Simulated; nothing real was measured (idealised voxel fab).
process module | voxel air gaps
cross-section cut | 165 nm wide | cells 5 nm
A cross-section is a grid of square cells, given in bands from the top down. A band is one or more rows of cells.
Each band's line starts with the height of the band's top and of its bottom, in nm. Then come its materials from left to right, each with its width in nm. One material with "throughout" fills the band from edge to edge. "air" is empty space.
Height 0 is the level under which the wafer as received is all one material. The lowest band goes on downwards, as in "0 down".
A width such as "30 to 40" changes by the same amount from each row of cells to the next, from the band's top row to its bottom row.
"no change" after a step means that no cell of the cross-section changed.
closed voids: empty space of 8 cells or more with no open way to the top, each as width x height at its distance from the left edge, in nm
after a step's settings: what the simulator itself notes on the step
overlay nm, on a step with a mask: how far to the right of its planned place the mask lay; to the left if negative
plan
1 op RECEIVE | material Si
2 op CONFORMAL_DEP | material SiO2 | thk nm 10
3 op CONFORMAL_DEP | material SiN | thk nm 5
4 op DIRECTIONAL_DEP | material lowk | thk nm 35
5 op PATTERN | tone open | mask id LINES | material resist | width nm 15 | pitch nm 45 | thk nm 20 | overlay nm 0
6 op DIRECTIONAL_ETCH | etch materials lowk | depth nm 35
7 op STRIP | etch materials resist
8 op CONFORMAL_DEP | material TiN | thk nm 5
9 op FILL_DEP | material Ru | thk nm 5
10 op CMP | height nm 50
11 op EPI | material Ru | thk nm 10
12 op SELECTIVE_ETCH | etch materials lowk | depth nm 45
13 op CONFORMAL_DEP | material SiCN | thk nm 5
as received, after step 1
  0 down: Si throughout
  closed voids: none
a wafer at the end: this start, this plan, one mistake
  65 to 60: air 15 | SiCN 140 | air 10
  60 to 50: air 15 | SiCN 5 | Ru 40 | SiCN 5 | Ru 40 | SiCN 5 | Ru 40 | SiCN 5 | air 10
  50 to 45: air 15 | SiCN 15 | TiN 5 | Ru 10 | TiN 5 | SiCN 25 | TiN 5 | Ru 10 | TiN 5 | SiCN 25 | TiN 5 | Ru 10 | TiN 5 | SiCN 15 | air 10
  45 to 20: air 25 | SiCN 5 | TiN 5 | Ru 10 | TiN 5 | SiCN 5 | air 15 | SiCN 5 | TiN 5 | Ru 10 | TiN 5 | SiCN 5 | air 15 | SiCN 5 | TiN 5 | Ru 10 | TiN 5 | SiCN 5 | air 20
  20 to 15: SiCN 30 | TiN 20 | SiCN 25 | TiN 20 | SiCN 25 | TiN 20 | SiCN 25
  15 to 10: SiN throughout
  10 to 0: SiO2 throughout
  0 down: Si throughout
  closed voids: 15 x 25 at 55; 15 x 25 at 100
what went wrong: step 5 ran as: op PATTERN | tone open | mask id LINES | material resist | width nm 20 | pitch nm 45 | thk nm 20 | overlay nm 0
